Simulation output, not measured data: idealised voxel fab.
Process module in this document: voxel self aligned contacts
Square cells of 5 nm make up the cross-section cut, whose width is 180 nm.
Cross-section format: a grid of square cells, given as bands from top to bottom; each band is one or more rows of cells. Band entry format. Leading values: height of top, height of bottom, nm. Remainder: materials in left-to-right order, each with its width in nm. Special words: "edge to edge" on a single material, which then fills the band edge to edge; "air", empty space. Where do heights start? At 0: under that level the wafer as delivered is made of one material only. And the lowest band has no floor; it just carries on downward, as in "0..down". Per-row width for "30 to 40": begins at first number (top row of band), ends at second number (bottom row), increment between rows held constant. For the purposes of this document, the phrase "nothing different" attached to a step denotes that no cell within the cross-section was modified by that step. "Enclosed void catalog" contains a list of empty spaces, each no smaller than 8 cells and without an open way to the top, written in the form width x height at distance with the distance from the left edge and all three in nm. Where a step's line continues beyond its settings, the continuation is a remark by the simulator itself on that step. overlay nm: how far to the right of its planned place the mask lay on this masked step (negative: to the left). Pairs, read this way: before one process step on the one hand, after it on the other, the after cross-section ending at the lowest band that changed; the step between, settings included, beneath. Same starting wafer throughout, but possibly different runs of this module, so no pair continues from the pair above unless its entry headed "Ex-ante state" says so.

EX-ANTE STATE
* 0..down | Si edge to edge
* Enclosed void catalog: none

POST-PROCESS VIEW
* 0..-5 | SiO2 edge to edge
* Below -5, the layers are the same as they were.
* Enclosed void catalog: none
So what happened between those two cross-sections up there? OXIDIZE with depth nm 5

Ex-ante state: the wafer arrives at this step looking as the after cross-section in the pair just above shows it.

POST-PROCESS VIEW
* 25..0 | polySi edge to edge
* Below 0, the layers are the same as they were.
* Enclosed void catalog: none
So what happened between those two cross-sections up there? DIRECTIONAL_DEP with material polySi, thk nm 25

Ex-ante state: the wafer arrives at this step looking as the after cross-section in the pair just above shows it.

POST-PROCESS VIEW
* 40..25 | SiN edge to edge
* Below 25, the layers are the same as they were.
* Enclosed void catalog: none
So what happened between those two cross-sections up there? DIRECTIONAL_DEP with material SiN, thk nm 15

Ex-ante state: the wafer arrives at this step looking as the after cross-section in the pair just above shows it.

POST-PROCESS VIEW
* 60..40 | 45 nm air, 30 nm resist, 30 nm air, 30 nm resist, 45 nm air
* Below 40, the layers are the same as they were.
* Enclosed void catalog: none
So what happened between those two cross-sections up there? PATTERN with tone cover, mask id GATE, material resist, width nm 30, pitch nm 60, thk nm 20, overlay nm 0

Ex-ante state: the wafer arrives at this step looking as the after cross-section in the pair just above shows it.

POST-PROCESS VIEW
* 60..40 | 45 nm air, 30 nm resist, 30 nm air, 30 nm resist, 45 nm air
* 40..25 | 45 nm air, 30 nm SiN, 30 nm air, 30 nm SiN, 45 nm air
* Below 25, the layers are the same as they were.
* Enclosed void catalog: none
So what happened between those two cross-sections up there? DIRECTIONAL_ETCH with etch materials SiN, depth nm 15

Ex-ante state: the wafer arrives at this step looking as the after cross-section in the pair just above shows it.

POST-PROCESS VIEW
* 60..40 | 45 nm air, 30 nm resist, 30 nm air, 30 nm resist, 45 nm air
* 40..25 | 45 nm air, 30 nm SiN, 30 nm air, 30 nm SiN, 45 nm air
* 25..0 | 45 nm air, 30 nm polySi, 30 nm air, 30 nm polySi, 45 nm air
* Below 0, the layers are the same as they were.
* Enclosed void catalog: none
So what happened between those two cross-sections up there? DIRECTIONAL_ETCH with etch materials polySi, depth nm 25

Ex-ante state: the wafer arrives at this step looking as the after cross-section in the pair just above shows it.

POST-PROCESS VIEW
* 40..25 | 45 nm air, 30 nm SiN, 30 nm air, 30 nm SiN, 45 nm air
* Below 25, the layers are the same as they were.
* Enclosed void catalog: none
So what happened between those two cross-sections up there? STRIP with etch materials resist

Ex-ante state: the wafer arrives at this step looking as the after cross-section in the pair just above shows it.

POST-PROCESS VIEW
* 45..25 | 40 nm air, 40 nm SiN, 20 nm air, 40 nm SiN, 40 nm air
* 25..5 | 40 nm air, 5 nm SiN, 30 nm polySi, 5 nm SiN, 20 nm air, 5 nm SiN, 30 nm polySi, 5 nm SiN, 40 nm air
* 5..0 | 45 nm SiN, 30 nm polySi, 30 nm SiN, 30 nm polySi, 45 nm SiN
* Below 0, the layers are the same as they were.
* Enclosed void catalog: none
So what happened between those two cross-sections up there? CONFORMAL_DEP with material SiN, thk nm 5

Ex-ante state: the wafer arrives at this step looking as the after cross-section in the pair just above shows it.

POST-PROCESS VIEW
* 40..25 | 40 nm air, 40 nm SiN, 20 nm air, 40 nm SiN, 40 nm air
* 25..0 | 40 nm air, 5 nm SiN, 30 nm polySi, 5 nm SiN, 20 nm air, 5 nm SiN, 30 nm polySi, 5 nm SiN, 40 nm air
* Below 0, the layers are the same as they were.
* Enclosed void catalog: none
So what happened between those two cross-sections up there? DIRECTIONAL_ETCH with etch materials SiN, depth nm 5

Ex-ante state: the wafer arrives at this step looking as the after cross-section in the pair just above shows it.

POST-PROCESS VIEW
* 55..40 | SiO2 edge to edge
* 40..25 | 40 nm SiO2, 40 nm SiN, 20 nm SiO2, 40 nm SiN, 40 nm SiO2
* 25..0 | 40 nm SiO2, 5 nm SiN, 30 nm polySi, 5 nm SiN, 20 nm SiO2, 5 nm SiN, 30 nm polySi, 5 nm SiN, 40 nm SiO2
* Below 0, the layers are the same as they were.
* Enclosed void catalog: none
So what happened between those two cross-sections up there? FILL_DEP with material SiO2, thk nm 15

Ex-ante state: the wafer arrives at this step looking as the after cross-section in the pair just above shows it.

POST-PROCESS VIEW
* 50..40 | SiO2 edge to edge
* Below 40, the layers are the same as they were.
* Enclosed void catalog: none
So what happened between those two cross-sections up there? CMP with height nm 50

Ex-ante state: the wafer arrives at this step looking as the after cross-section in the pair just above shows it.

POST-PROCESS VIEW
* 50..40 | 70 nm SiO2, 40 nm air, 70 nm SiO2
* 40..25 | 40 nm SiO2, 40 nm SiN, 20 nm air, 40 nm SiN, 40 nm SiO2
* 25..0 | 40 nm SiO2, 5 nm SiN, 30 nm polySi, 5 nm SiN, 20 nm air, 5 nm SiN, 30 nm polySi, 5 nm SiN, 40 nm SiO2
* 0..-5 | 80 nm SiO2, 20 nm air, 80 nm SiO2
* Below -5, the layers are the same as they were.
* Enclosed void catalog: none
So what happened between those two cross-sections up there? MASKED_ETCH with tone open, mask id CONTACT, width nm 40, etch materials SiO2, depth nm 55, overlay nm 0

Ex-ante state: the wafer arrives at this step looking as the after cross-section in the pair just above shows it.

POST-PROCESS VIEW
* 55..50 | 75 nm TiN, 30 nm air, 75 nm TiN
* 50..40 | 70 nm SiO2, 5 to 15 nm TiN, 30 to 10 nm air, 5 to 15 nm TiN, 70 nm SiO2
* 40..25 | 40 nm SiO2, 40 nm SiN, 5 nm TiN, 10 nm air, 5 nm TiN, 40 nm SiN, 40 nm SiO2
* 25..0 | 40 nm SiO2, 5 nm SiN, 30 nm polySi, 5 nm SiN, 5 nm TiN, 10 nm air, 5 nm TiN, 5 nm SiN, 30 nm polySi, 5 nm SiN, 40 nm SiO2
* 0..-5 | 80 nm SiO2, 20 nm TiN, 80 nm SiO2
* Below -5, the layers are the same as they were.
* Enclosed void catalog: none
So what happened between those two cross-sections up there? CONFORMAL_DEP with material TiN, thk nm 5

Ex-ante state: the wafer arrives at this step looking as the after cross-section in the pair just above shows it.

POST-PROCESS VIEW
* 60..55 | W edge to edge
* 55..50 | 75 nm TiN, 30 nm W, 75 nm TiN
* 50..40 | 70 nm SiO2, 5 to 15 nm TiN, 30 to 10 nm W, 5 to 15 nm TiN, 70 nm SiO2
* 40..25 | 40 nm SiO2, 40 nm SiN, 5 nm TiN, 10 nm W, 5 nm TiN, 40 nm SiN, 40 nm SiO2
* 25..0 | 40 nm SiO2, 5 nm SiN, 30 nm polySi, 5 nm SiN, 5 nm TiN, 10 nm W, 5 nm TiN, 5 nm SiN, 30 nm polySi, 5 nm SiN, 40 nm SiO2
* Below 0, the layers are the same as they were.
* Enclosed void catalog: none
So what happened between those two cross-sections up there? FILL_DEP with material W, thk nm 5

Ex-ante state: the wafer arrives at this step looking as the after cross-section in the pair just above shows it.

POST-PROCESS VIEW
* 50..40 | 70 nm SiO2, 5 to 15 nm TiN, 30 to 10 nm W, 5 to 15 nm TiN, 70 nm SiO2
* Below 40, the layers are the same as they were.
* Enclosed void catalog: none
So what happened between those two cross-sections up there? CMP with height nm 50

Ex-ante state: the wafer arrives at this step looking as the after cross-section in the pair just above shows it.

POST-PROCESS VIEW
* 55..50 | SiCN edge to edge
* Below 50, the layers are the same as they were.
* Enclosed void catalog: none
So what happened between those two cross-sections up there? CONFORMAL_DEP with material SiCN, thk nm 5

EX-ANTE STATE
* 40..25 | 45 nm air, 30 nm SiN, 30 nm air, 30 nm SiN, 45 nm air
* 25..0 | 45 nm air, 30 nm polySi, 30 nm air, 30 nm polySi, 45 nm air
* 0..-5 | SiO2 edge to edge
* -5..down | Si edge to edge
* Enclosed void catalog: none

POST-PROCESS VIEW
* 35..25 | 45 nm air, 30 nm SiN, 30 nm air, 30 nm SiN, 45 nm air
* Below 25, the layers are the same as they were.
* Enclosed void catalog: none
So what happened between those two cross-sections up there? DIRECTIONAL_ETCH with etch materials SiN, depth nm 5

Ex-ante state: the wafer arrives at this step looking as the after cross-section in the pair just above shows it.

POST-PROCESS VIEW
* 50..35 | SiO2 edge to edge
* 35..25 | 45 nm SiO2, 30 nm SiN, 30 nm SiO2, 30 nm SiN, 45 nm SiO2
* 25..0 | 45 nm SiO2, 30 nm polySi, 30 nm SiO2, 30 nm polySi, 45 nm SiO2
* Below 0, the layers are the same as they were.
* Enclosed void catalog: none
So what happened between those two cross-sections up there? FILL_DEP with material SiO2, thk nm 15

Ex-ante state: the wafer arrives at this step looking as the after cross-section in the pair just above shows it.

POST-PROCESS VIEW
* 50..35 | 70 nm SiO2, 40 nm air, 70 nm SiO2
* 35..25 | 45 nm SiO2, 30 nm SiN, 30 nm air, 30 nm SiN, 45 nm SiO2
* 25..0 | 45 nm SiO2, 30 nm polySi, 30 nm air, 30 nm polySi, 45 nm SiO2
* 0..-5 | 75 nm SiO2, 30 nm air, 75 nm SiO2
* Below -5, the layers are the same as they were.
* Enclosed void catalog: none
So what happened between those two cross-sections up there? MASKED_ETCH with tone open, mask id CONTACT, width nm 40, etch materials SiO2, depth nm 55, overlay nm 0

Ex-ante state: the wafer arrives at this step looking as the after cross-section in the pair just above shows it.

POST-PROCESS VIEW
* 55..50 | 75 nm TiN, 30 nm air, 75 nm TiN
* 50..40 | 70 nm SiO2, 5 nm TiN, 30 nm air, 5 nm TiN, 70 nm SiO2
* 40..35 | 70 nm SiO2, 10 nm TiN, 20 nm air, 10 nm TiN, 70 nm SiO2
* 35..25 | 45 nm SiO2, 30 nm SiN, 5 nm TiN, 20 nm air, 5 nm TiN, 30 nm SiN, 45 nm SiO2
* 25..0 | 45 nm SiO2, 30 nm polySi, 5 nm TiN, 20 nm air, 5 nm TiN, 30 nm polySi, 45 nm SiO2
* 0..-5 | 75 nm SiO2, 30 nm TiN, 75 nm SiO2
* Below -5, the layers are the same as they were.
* Enclosed void catalog: none
So what happened between those two cross-sections up there? CONFORMAL_DEP with material TiN, thk nm 5

Ex-ante state: the wafer arrives at this step looking as the after cross-section in the pair just above shows it.

POST-PROCESS VIEW
* 60..55 | W edge to edge
* 55..50 | 75 nm TiN, 30 nm W, 75 nm TiN
* 50..40 | 70 nm SiO2, 5 nm TiN, 30 nm W, 5 nm TiN, 70 nm SiO2
* 40..35 | 70 nm SiO2, 10 nm TiN, 20 nm W, 10 nm TiN, 70 nm SiO2
* 35..25 | 45 nm SiO2, 30 nm SiN, 5 nm TiN, 20 nm W, 5 nm TiN, 30 nm SiN, 45 nm SiO2
* 25..0 | 45 nm SiO2, 30 nm polySi, 5 nm TiN, 20 nm W, 5 nm TiN, 30 nm polySi, 45 nm SiO2
* Below 0, the layers are the same as they were.
* Enclosed void catalog: none
So what happened between those two cross-sections up there? FILL_DEP with material W, thk nm 5

Ex-ante state: the wafer arrives at this step looking as the after cross-section in the pair just above shows it.

POST-PROCESS VIEW
* 50..40 | 70 nm SiO2, 5 nm TiN, 30 nm W, 5 nm TiN, 70 nm SiO2
* Below 40, the layers are the same as they were.
* Enclosed void catalog: none
So what happened between those two cross-sections up there? CMP with height nm 50

Ex-ante state: the wafer arrives at this step looking as the after cross-section in the pair just above shows it.

POST-PROCESS VIEW
* 55..50 | SiCN edge to edge
* Below 50, the layers are the same as they were.
* Enclosed void catalog: none
So what happened between those two cross-sections up there? CONFORMAL_DEP with material SiCN, thk nm 5

EX-ANTE STATE
* 40..25 | SiN edge to edge
* 25..0 | polySi edge to edge
* 0..-5 | SiO2 edge to edge
* -5..down | Si edge to edge
* Enclosed void catalog: none

POST-PROCESS VIEW
* 55..25 | SiN edge to edge
* Below 25, the layers are the same as they were.
* Enclosed void catalog: none
So what happened between those two cross-sections up there? DIRECTIONAL_DEP with material SiN, thk nm 15

Ex-ante state: the wafer arrives at this step looking as the after cross-section in the pair just above shows it.

POST-PROCESS VIEW
* 75..55 | 45 nm air, 30 nm resist, 30 nm air, 30 nm resist, 45 nm air
* Below 55, the layers are the same as they were.
* Enclosed void catalog: none
So what happened between those two cross-sections up there? PATTERN with tone cover, mask id GATE, material resist, width nm 30, pitch nm 60, thk nm 20, overlay nm 0

Ex-ante state: the wafer arrives at this step looking as the after cross-section in the pair just above shows it.

POST-PROCESS VIEW
* 75..55 | 45 nm air, 30 nm resist, 30 nm air, 30 nm resist, 45 nm air
* 55..40 | 45 nm air, 30 nm SiN, 30 nm air, 30 nm SiN, 45 nm air
* Below 40, the layers are the same as they were.
* Enclosed void catalog: none
So what happened between those two cross-sections up there? DIRECTIONAL_ETCH with etch materials SiN, depth nm 15

Ex-ante state: the wafer arrives at this step looking as the after cross-section in the pair just above shows it.

POST-PROCESS VIEW
* 55..40 | 45 nm air, 30 nm SiN, 30 nm air, 30 nm SiN, 45 nm air
* Below 40, the layers are the same as they were.
* Enclosed void catalog: none
So what happened between those two cross-sections up there? STRIP with etch materials resist

Ex-ante state: the wafer arrives at this step looking as the after cross-section in the pair just above shows it.

POST-PROCESS VIEW
* 60..45 | 40 nm air, 40 nm SiN, 20 nm air, 40 nm SiN, 40 nm air
* 45..25 | SiN edge to edge
* Below 25, the layers are the same as they were.
* Enclosed void catalog: none
So what happened between those two cross-sections up there? CONFORMAL_DEP with material SiN, thk nm 5

Ex-ante state: the wafer arrives at this step looking as the after cross-section in the pair just above shows it.

POST-PROCESS VIEW
* 55..40 | 40 nm air, 40 nm SiN, 20 nm air, 40 nm SiN, 40 nm air
* Below 40, the layers are the same as they were.
* Enclosed void catalog: none
So what happened between those two cross-sections up there? DIRECTIONAL_ETCH with etch materials SiN, depth nm 5

Ex-ante state: the wafer arrives at this step looking as the after cross-section in the pair just above shows it.

POST-PROCESS VIEW
* 70..55 | SiO2 edge to edge
* 55..40 | 40 nm SiO2, 40 nm SiN, 20 nm SiO2, 40 nm SiN, 40 nm SiO2
* Below 40, the layers are the same as they were.
* Enclosed void catalog: none
So what happened between those two cross-sections up there? FILL_DEP with material SiO2, thk nm 15

Ex-ante state: the wafer arrives at this step looking as the after cross-section in the pair just above shows it.

POST-PROCESS VIEW
* 50..40 | 40 nm SiO2, 40 nm SiN, 20 nm SiO2, 40 nm SiN, 40 nm SiO2
* Below 40, the layers are the same as they were.
* Enclosed void catalog: none
So what happened between those two cross-sections up there? CMP with height nm 50

Ex-ante state: the wafer arrives at this step looking as the after cross-section in the pair just above shows it.

POST-PROCESS VIEW
* 50..40 | 40 nm SiO2, 40 nm SiN, 20 nm air, 40 nm SiN, 40 nm SiO2
* Below 40, the layers are the same as they were.
* Enclosed void catalog: none
So what happened between those two cross-sections up there? MASKED_ETCH with tone open, mask id CONTACT, width nm 40, etch materials SiO2, depth nm 55, overlay nm 0

Ex-ante state: the wafer arrives at this step looking as the after cross-section in the pair just above shows it.

POST-PROCESS VIEW
* 55..50 | 85 nm TiN, 10 nm air, 85 nm TiN
* 50..45 | 40 nm SiO2, 40 nm SiN, 5 nm TiN, 10 nm air, 5 nm TiN, 40 nm SiN, 40 nm SiO2
* 45..40 | 40 nm SiO2, 40 nm SiN, 20 nm TiN, 40 nm SiN, 40 nm SiO2
* Below 40, the layers are the same as they were.
* Enclosed void catalog: none
So what happened between those two cross-sections up there? CONFORMAL_DEP with material TiN, thk nm 5

Ex-ante state: the wafer arrives at this step looking as the after cross-section in the pair just above shows it.

POST-PROCESS VIEW
* 60..55 | W edge to edge
* 55..50 | 85 nm TiN, 10 nm W, 85 nm TiN
* 50..45 | 40 nm SiO2, 40 nm SiN, 5 nm TiN, 10 nm W, 5 nm TiN, 40 nm SiN, 40 nm SiO2
* Below 45, the layers are the same as they were.
* Enclosed void catalog: none
So what happened between those two cross-sections up there? FILL_DEP with material W, thk nm 5

Ex-ante state: the wafer arrives at this step looking as the after cross-section in the pair just above shows it.

POST-PROCESS VIEW
* 50..45 | 40 nm SiO2, 40 nm SiN, 5 nm TiN, 10 nm W, 5 nm TiN, 40 nm SiN, 40 nm SiO2
* Below 45, the layers are the same as they were.
* Enclosed void catalog: none
So what happened between those two cross-sections up there? CMP with height nm 50

Ex-ante state: the wafer arrives at this step looking as the after cross-section in the pair just above shows it.

POST-PROCESS VIEW
* 55..50 | SiCN edge to edge
* Below 50, the layers are the same as they were.
* Enclosed void catalog: none
So what happened between those two cross-sections up there? CONFORMAL_DEP with material SiCN, thk nm 5

EX-ANTE STATE
* 0..down | Si edge to edge
* Enclosed void catalog: none

POST-PROCESS VIEW
* 25..0 | polySi edge to edge
* Below 0, the layers are the same as they were.
* Enclosed void catalog: none
So what happened between those two cross-sections up there? DIRECTIONAL_DEP with material polySi, thk nm 25

Ex-ante state: the wafer arrives at this step looking as the after cross-section in the pair just above shows it.

POST-PROCESS VIEW
* 25..20 | SiO2 edge to edge
* Below 20, the layers are the same as they were.
* Enclosed void catalog: none
So what happened between those two cross-sections up there? OXIDIZE with depth nm 5

Ex-ante state: the wafer arrives at this step looking as the after cross-section in the pair just above shows it.

POST-PROCESS VIEW
* 40..25 | SiN edge to edge
* Below 25, the layers are the same as they were.
* Enclosed void catalog: none
So what happened between those two cross-sections up there? DIRECTIONAL_DEP with material SiN, thk nm 15

Ex-ante state: the wafer arrives at this step looking as the after cross-section in the pair just above shows it.

POST-PROCESS VIEW
* 60..40 | 45 nm air, 30 nm resist, 30 nm air, 30 nm resist, 45 nm air
* Below 40, the layers are the same as they were.
* Enclosed void catalog: none
So what happened between those two cross-sections up there? PATTERN with tone cover, mask id GATE, material resist, width nm 30, pitch nm 60, thk nm 20, overlay nm 0

Ex-ante state: the wafer arrives at this step looking as the after cross-section in the pair just above shows it.

POST-PROCESS VIEW
* 60..40 | 45 nm air, 30 nm resist, 30 nm air, 30 nm resist, 45 nm air
* 40..25 | 45 nm air, 30 nm SiN, 30 nm air, 30 nm SiN, 45 nm air
* Below 25, the layers are the same as they were.
* Enclosed void catalog: none
So what happened between those two cross-sections up there? DIRECTIONAL_ETCH with etch materials SiN, depth nm 15

Ex-ante state: the wafer arrives at this step looking as the after cross-section in the pair just above shows it.

POST-PROCESS VIEW
* 40..25 | 45 nm air, 30 nm SiN, 30 nm air, 30 nm SiN, 45 nm air
* Below 25, the layers are the same as they were.
* Enclosed void catalog: none
So what happened between those two cross-sections up there? STRIP with etch materials resist

Ex-ante state: the wafer arrives at this step looking as the after cross-section in the pair just above shows it.

POST-PROCESS VIEW
* 45..30 | 40 nm air, 40 nm SiN, 20 nm air, 40 nm SiN, 40 nm air
* 30..25 | SiN edge to edge
* Below 25, the layers are the same as they were.
* Enclosed void catalog: none
So what happened between those two cross-sections up there? CONFORMAL_DEP with material SiN, thk nm 5

Ex-ante state: the wafer arrives at this step looking as the after cross-section in the pair just above shows it.

POST-PROCESS VIEW
* 40..25 | 40 nm air, 40 nm SiN, 20 nm air, 40 nm SiN, 40 nm air
* Below 25, the layers are the same as they were.
* Enclosed void catalog: none
So what happened between those two cross-sections up there? DIRECTIONAL_ETCH with etch materials SiN, depth nm 5

Ex-ante state: the wafer arrives at this step looking as the after cross-section in the pair just above shows it.

POST-PROCESS VIEW
* 55..40 | SiO2 edge to edge
* 40..25 | 40 nm SiO2, 40 nm SiN, 20 nm SiO2, 40 nm SiN, 40 nm SiO2
* Below 25, the layers are the same as they were.
* Enclosed void catalog: none
So what happened between those two cross-sections up there? FILL_DEP with material SiO2, thk nm 15

Ex-ante state: the wafer arrives at this step looking as the after cross-section in the pair just above shows it.

POST-PROCESS VIEW
* 50..40 | SiO2 edge to edge
* Below 40, the layers are the same as they were.
* Enclosed void catalog: none
So what happened between those two cross-sections up there? CMP with height nm 50

Ex-ante state: the wafer arrives at this step looking as the after cross-section in the pair just above shows it.

POST-PROCESS VIEW
* 50..40 | 70 nm SiO2, 40 nm air, 70 nm SiO2
* 40..25 | 40 nm SiO2, 40 nm SiN, 20 nm air, 40 nm SiN, 40 nm SiO2
* 25..20 | 80 nm SiO2, 20 nm air, 80 nm SiO2
* Below 20, the layers are the same as they were.
* Enclosed void catalog: none
So what happened between those two cross-sections up there? MASKED_ETCH with tone open, mask id CONTACT, width nm 40, etch materials SiO2, depth nm 55, overlay nm 0

Ex-ante state: the wafer arrives at this step looking as the after cross-section in the pair just above shows it.

POST-PROCESS VIEW
* 55..50 | 75 nm TiN, 30 nm air, 75 nm TiN
* 50..40 | 70 nm SiO2, 5 to 15 nm TiN, 30 to 10 nm air, 5 to 15 nm TiN, 70 nm SiO2
* 40..25 | 40 nm SiO2, 40 nm SiN, 5 nm TiN, 10 nm air, 5 nm TiN, 40 nm SiN, 40 nm SiO2
* 25..20 | 80 nm SiO2, 20 nm TiN, 80 nm SiO2
* Below 20, the layers are the same as they were.
* Enclosed void catalog: none
So what happened between those two cross-sections up there? CONFORMAL_DEP with material TiN, thk nm 5

Ex-ante state: the wafer arrives at this step looking as the after cross-section in the pair just above shows it.

POST-PROCESS VIEW
* 60..55 | W edge to edge
* 55..50 | 75 nm TiN, 30 nm W, 75 nm TiN
* 50..40 | 70 nm SiO2, 5 to 15 nm TiN, 30 to 10 nm W, 5 to 15 nm TiN, 70 nm SiO2
* 40..25 | 40 nm SiO2, 40 nm SiN, 5 nm TiN, 10 nm W, 5 nm TiN, 40 nm SiN, 40 nm SiO2
* Below 25, the layers are the same as they were.
* Enclosed void catalog: none
So what happened between those two cross-sections up there? FILL_DEP with material W, thk nm 5

Ex-ante state: the wafer arrives at this step looking as the after cross-section in the pair just above shows it.

POST-PROCESS VIEW
* 50..40 | 70 nm SiO2, 5 to 15 nm TiN, 30 to 10 nm W, 5 to 15 nm TiN, 70 nm SiO2
* Below 40, the layers are the same as they were.
* Enclosed void catalog: none
So what happened between those two cross-sections up there? CMP with height nm 50

Ex-ante state: the wafer arrives at this step looking as the after cross-section in the pair just above shows it.

POST-PROCESS VIEW
* 55..50 | SiCN edge to edge
* Below 50, the layers are the same as they were.
* Enclosed void catalog: none
So what happened between those two cross-sections up there? CONFORMAL_DEP with material SiCN, thk nm 5

EX-ANTE STATE
* 0..-5 | SiO2 edge to edge
* -5..down | Si edge to edge
* Enclosed void catalog: none

POST-PROCESS VIEW
* 30..0 | polySi edge to edge
* Below 0, the layers are the same as they were.
* Enclosed void catalog: none
So what happened between those two cross-sections up there? DIRECTIONAL_DEP with material polySi, thk nm 30

Ex-ante state: the wafer arrives at this step looking as the after cross-section in the pair just above shows it.

POST-PROCESS VIEW
* 45..30 | SiN edge to edge
* Below 30, the layers are the same as they were.
* Enclosed void catalog: none
So what happened between those two cross-sections up there? DIRECTIONAL_DEP with material SiN, thk nm 15

Ex-ante state: the wafer arrives at this step looking as the after cross-section in the pair just above shows it.

POST-PROCESS VIEW
* 65..45 | 45 nm air, 30 nm resist, 30 nm air, 30 nm resist, 45 nm air
* Below 45, the layers are the same as they were.
* Enclosed void catalog: none
So what happened between those two cross-sections up there? PATTERN with tone cover, mask id GATE, material resist, width nm 30, pitch nm 60, thk nm 20, overlay nm 0

Ex-ante state: the wafer arrives at this step looking as the after cross-section in the pair just above shows it.

POST-PROCESS VIEW
* 65..45 | 45 nm air, 30 nm resist, 30 nm air, 30 nm resist, 45 nm air
* 45..30 | 45 nm air, 30 nm SiN, 30 nm air, 30 nm SiN, 45 nm air
* Below 30, the layers are the same as they were.
* Enclosed void catalog: none
So what happened between those two cross-sections up there? DIRECTIONAL_ETCH with etch materials SiN, depth nm 15

Ex-ante state: the wafer arrives at this step looking as the after cross-section in the pair just above shows it.

POST-PROCESS VIEW
* 65..45 | 45 nm air, 30 nm resist, 30 nm air, 30 nm resist, 45 nm air
* 45..30 | 45 nm air, 30 nm SiN, 30 nm air, 30 nm SiN, 45 nm air
* 30..5 | 45 nm air, 30 nm polySi, 30 nm air, 30 nm polySi, 45 nm air
* Below 5, the layers are the same as they were.
* Enclosed void catalog: none
So what happened between those two cross-sections up there? DIRECTIONAL_ETCH with etch materials polySi, depth nm 25

Ex-ante state: the wafer arrives at this step looking as the after cross-section in the pair just above shows it.

POST-PROCESS VIEW
* 45..30 | 45 nm air, 30 nm SiN, 30 nm air, 30 nm SiN, 45 nm air
* Below 30, the layers are the same as they were.
* Enclosed void catalog: none
So what happened between those two cross-sections up there? STRIP with etch materials resist

Ex-ante state: the wafer arrives at this step looking as the after cross-section in the pair just above shows it.

POST-PROCESS VIEW
* 50..30 | 40 nm air, 40 nm SiN, 20 nm air, 40 nm SiN, 40 nm air
* 30..10 | 40 nm air, 5 nm SiN, 30 nm polySi, 5 nm SiN, 20 nm air, 5 nm SiN, 30 nm polySi, 5 nm SiN, 40 nm air
* 10..5 | 45 nm SiN, 30 nm polySi, 30 nm SiN, 30 nm polySi, 45 nm SiN
* Below 5, the layers are the same as they were.
* Enclosed void catalog: none
So what happened between those two cross-sections up there? CONFORMAL_DEP with material SiN, thk nm 5

Ex-ante state: the wafer arrives at this step looking as the after cross-section in the pair just above shows it.

POST-PROCESS VIEW
* 45..30 | 40 nm air, 40 nm SiN, 20 nm air, 40 nm SiN, 40 nm air
* 30..5 | 40 nm air, 5 nm SiN, 30 nm polySi, 5 nm SiN, 20 nm air, 5 nm SiN, 30 nm polySi, 5 nm SiN, 40 nm air
* Below 5, the layers are the same as they were.
* Enclosed void catalog: none
So what happened between those two cross-sections up there? DIRECTIONAL_ETCH with etch materials SiN, depth nm 5

Ex-ante state: the wafer arrives at this step looking as the after cross-section in the pair just above shows it.

POST-PROCESS VIEW
* 60..45 | SiO2 edge to edge
* 45..30 | 40 nm SiO2, 40 nm SiN, 20 nm SiO2, 40 nm SiN, 40 nm SiO2
* 30..5 | 40 nm SiO2, 5 nm SiN, 30 nm polySi, 5 nm SiN, 20 nm SiO2, 5 nm SiN, 30 nm polySi, 5 nm SiN, 40 nm SiO2
* Below 5, the layers are the same as they were.
* Enclosed void catalog: none
So what happened between those two cross-sections up there? FILL_DEP with material SiO2, thk nm 15

Ex-ante state: the wafer arrives at this step looking as the after cross-section in the pair just above shows it.

POST-PROCESS VIEW
* 50..45 | SiO2 edge to edge
* Below 45, the layers are the same as they were.
* Enclosed void catalog: none
So what happened between those two cross-sections up there? CMP with height nm 50

Ex-ante state: the wafer arrives at this step looking as the after cross-section in the pair just above shows it.

POST-PROCESS VIEW
* 50..45 | 70 nm SiO2, 40 nm air, 70 nm SiO2
* 45..30 | 40 nm SiO2, 40 nm SiN, 20 nm air, 40 nm SiN, 40 nm SiO2
* 30..5 | 40 nm SiO2, 5 nm SiN, 30 nm polySi, 5 nm SiN, 20 nm air, 5 nm SiN, 30 nm polySi, 5 nm SiN, 40 nm SiO2
* Below 5, the layers are the same as they were.
* Enclosed void catalog: none
So what happened between those two cross-sections up there? MASKED_ETCH with tone open, mask id CONTACT, width nm 40, etch materials SiO2, depth nm 55, overlay nm 0

Ex-ante state: the wafer arrives at this step looking as the after cross-section in the pair just above shows it.

POST-PROCESS VIEW
* 55..50 | 75 nm TiN, 30 nm air, 75 nm TiN
* 50..45 | 70 nm SiO2, 15 nm TiN, 10 nm air, 15 nm TiN, 70 nm SiO2
* 45..30 | 40 nm SiO2, 40 nm SiN, 5 nm TiN, 10 nm air, 5 nm TiN, 40 nm SiN, 40 nm SiO2
* 30..10 | 40 nm SiO2, 5 nm SiN, 30 nm polySi, 5 nm SiN, 5 nm TiN, 10 nm air, 5 nm TiN, 5 nm SiN, 30 nm polySi, 5 nm SiN, 40 nm SiO2
* 10..5 | 40 nm SiO2, 5 nm SiN, 30 nm polySi, 5 nm SiN, 20 nm TiN, 5 nm SiN, 30 nm polySi, 5 nm SiN, 40 nm SiO2
* Below 5, the layers are the same as they were.
* Enclosed void catalog: none
So what happened between those two cross-sections up there? CONFORMAL_DEP with material TiN, thk nm 5

Ex-ante state: the wafer arrives at this step looking as the after cross-section in the pair just above shows it.

POST-PROCESS VIEW
* 60..55 | W edge to edge
* 55..50 | 75 nm TiN, 30 nm W, 75 nm TiN
* 50..45 | 70 nm SiO2, 15 nm TiN, 10 nm W, 15 nm TiN, 70 nm SiO2
* 45..30 | 40 nm SiO2, 40 nm SiN, 5 nm TiN, 10 nm W, 5 nm TiN, 40 nm SiN, 40 nm SiO2
* 30..10 | 40 nm SiO2, 5 nm SiN, 30 nm polySi, 5 nm SiN, 5 nm TiN, 10 nm W, 5 nm TiN, 5 nm SiN, 30 nm polySi, 5 nm SiN, 40 nm SiO2
* Below 10, the layers are the same as they were.
* Enclosed void catalog: none
So what happened between those two cross-sections up there? FILL_DEP with material W, thk nm 5

Ex-ante state: the wafer arrives at this step looking as the after cross-section in the pair just above shows it.

POST-PROCESS VIEW
* 50..45 | 70 nm SiO2, 15 nm TiN, 10 nm W, 15 nm TiN, 70 nm SiO2
* Below 45, the layers are the same as they were.
* Enclosed void catalog: none
So what happened between those two cross-sections up there? CMP with height nm 50

Ex-ante state: the wafer arrives at this step looking as the after cross-section in the pair just above shows it.

POST-PROCESS VIEW
* 55..50 | SiCN edge to edge
* Below 50, the layers are the same as they were.
* Enclosed void catalog: none
So what happened between those two cross-sections up there? CONFORMAL_DEP with material SiCN, thk nm 5
